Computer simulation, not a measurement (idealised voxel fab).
Module name: voxel spacer lines (process module)
Section shown: cut. Width: 260 nm. Cell size: 5 nm, square.
How to read a cross-section here: the picture is a grid of square cells, written as bands going from the top down, and any band can span one or more rows of cells. In this notation a band is specified by the heights of its top and bottom, in that order and in nm, after which its materials appear from left to right, each paired with its width in nm. The word "full width" attached to a single material means that material fills the band from edge to edge; the word "blank" stands for empty space. For the purposes of this specification, 0 denotes the height below which the wafer in its as-received condition is composed wholly of one material, and the lowermost band, lacking a lower limit, extends downward without end, as expressed in "0..down". Graded width ("30->40"): value in top row of band = first number; value in bottom row = second number; row-to-row change constant. "nothing was modified" after a step means that no cell of the cross-section changed. Enclosed voids (no open way to top), threshold 8 cells or more, entry "Voids lacking openings", notation width x height at distance, distance from left edge, nm. Where a step's line continues beyond its settings, the continuation is a remark by the simulator itself on that step. The "overlay nm" setting may appear on a step's line; for a step that uses a mask, it gives how far to the right of its planned position the mask lay, and a negative value indicates the left.
## The following list gives the planned process steps
1: RECEIVE | material Si
2: CONFORMAL_DEP | material SiO2 | thk nm 5
3: DIRECTIONAL_DEP | material TiN | thk nm 15
4: DIRECTIONAL_DEP | material aC | thk nm 25
5: PATTERN | tone cover | mask id MANDREL | material resist | width nm 25 | pitch nm 80 | thk nm 35 | overlay nm 0
6: DIRECTIONAL_ETCH | etch materials aC | depth nm 25
7: STRIP | etch materials resist
8: CONFORMAL_DEP | material SiN | thk nm 15
9: DIRECTIONAL_ETCH | etch materials SiN | depth nm 15
10: STRIP | etch materials aC
11: DIRECTIONAL_ETCH | etch materials TiN | depth nm 15
12: STRIP | etch materials SiN
## Wafer, first of two, run as planned
## Cross-sectional view of the wafer in its as-received condition, corresponding to the state after step 1
  0..down | Si full width
  Voids lacking openings: none
## Cross-section of the wafer after step 2
  5..0 | SiO2 full width
  For the remainder of the cross-section, below 0, there is no change.
## Cross-section of the wafer after step 3
  20..5 | TiN full width
  For the remainder of the cross-section, below 5, there is no change.
## Cross-section of the wafer after step 4
  45..20 | aC full width
  For the remainder of the cross-section, below 20, there is no change.
## Cross-section of the wafer after step 5
  80..45 | blank 35  resist 25  blank 55  resist 25  blank 55  resist 25  blank 40
  For the remainder of the cross-section, below 45, there is no change.
## Cross-section of the wafer after step 6
  55..45 | blank 35  resist 25  blank 55  resist 25  blank 55  resist 25  blank 40
  45..20 | blank 35  aC 25  blank 55  aC 25  blank 55  aC 25  blank 40
  For the remainder of the cross-section, below 20, there is no change.
## Cross-section of the wafer after step 7
  45..20 | blank 35  aC 25  blank 55  aC 25  blank 55  aC 25  blank 40
  For the remainder of the cross-section, below 20, there is no change.
## Cross-section of the wafer after step 8
  60..45 | blank 20  SiN 55  blank 25  SiN 55  blank 25  SiN 55  blank 25
  45..35 | blank 20  SiN 15  aC 25  SiN 15  blank 25  SiN 15  aC 25  SiN 15  blank 25  SiN 15  aC 25  SiN 15  blank 25
  35..20 | SiN 35  aC 25  SiN 55  aC 25  SiN 55  aC 25  SiN 40
  For the remainder of the cross-section, below 20, there is no change.
## Cross-section of the wafer after step 9
  45..20 | blank 20  SiN 15  aC 25  SiN 15  blank 25  SiN 15  aC 25  SiN 15  blank 25  SiN 15  aC 25  SiN 15  blank 25
  For the remainder of the cross-section, below 20, there is no change.
## Cross-section of the wafer after step 10
  45..20 | blank 20  SiN 15  blank 25  SiN 15  blank 25  SiN 15  blank 25  SiN 15  blank 25  SiN 15  blank 25  SiN 15  blank 25
  For the remainder of the cross-section, below 20, there is no change.
## Cross-section of the wafer after step 11
  45..20 | blank 20  SiN 15  blank 25  SiN 15  blank 25  SiN 15  blank 25  SiN 15  blank 25  SiN 15  blank 25  SiN 15  blank 25
  20..5 | blank 20  TiN 15  blank 25  TiN 15  blank 25  TiN 15  blank 25  TiN 15  blank 25  TiN 15  blank 25  TiN 15  blank 25
  For the remainder of the cross-section, below 5, there is no change.
## Cross-section of the wafer after step 12
  20..5 | blank 20  TiN 15  blank 25  TiN 15  blank 25  TiN 15  blank 25  TiN 15  blank 25  TiN 15  blank 25  TiN 15  blank 25
  For the remainder of the cross-section, below 5, there is no change.
## The second wafer was prepared from the same starting point and under the same plan as the first; its processing contained one mistake, and it remains indistinguishable from the first wafer up to and including step 10
## Second wafer, sectioned view, at step 11's planned end time
  45..20 | blank 20  SiN 15  blank 25  SiN 15  blank 25  SiN 15  blank 25  SiN 15  blank 25  SiN 15  blank 25  SiN 15  blank 25
  20..10 | blank 20  TiN 15  blank 25  TiN 15  blank 25  TiN 15  blank 25  TiN 15  blank 25  TiN 15  blank 25  TiN 15  blank 25
  For the remainder of the cross-section, below 10, there is no change.
## Second wafer, sectioned view, at step 12's planned end time
  20..10 | blank 20  TiN 15  blank 25  TiN 15  blank 25  TiN 15  blank 25  TiN 15  blank 25  TiN 15  blank 25  TiN 15  blank 25
  For the remainder of the cross-section, below 10, there is no change.
Which mistake was made when the wafer was run? step 11 was run on a setting that differed from the plan, and what really ran there is DIRECTIONAL_ETCH | etch materials TiN | depth nm 10
The closing comparison, in cells, has the second wafer with more or fewer of some materials than the first: TiN: 34 more
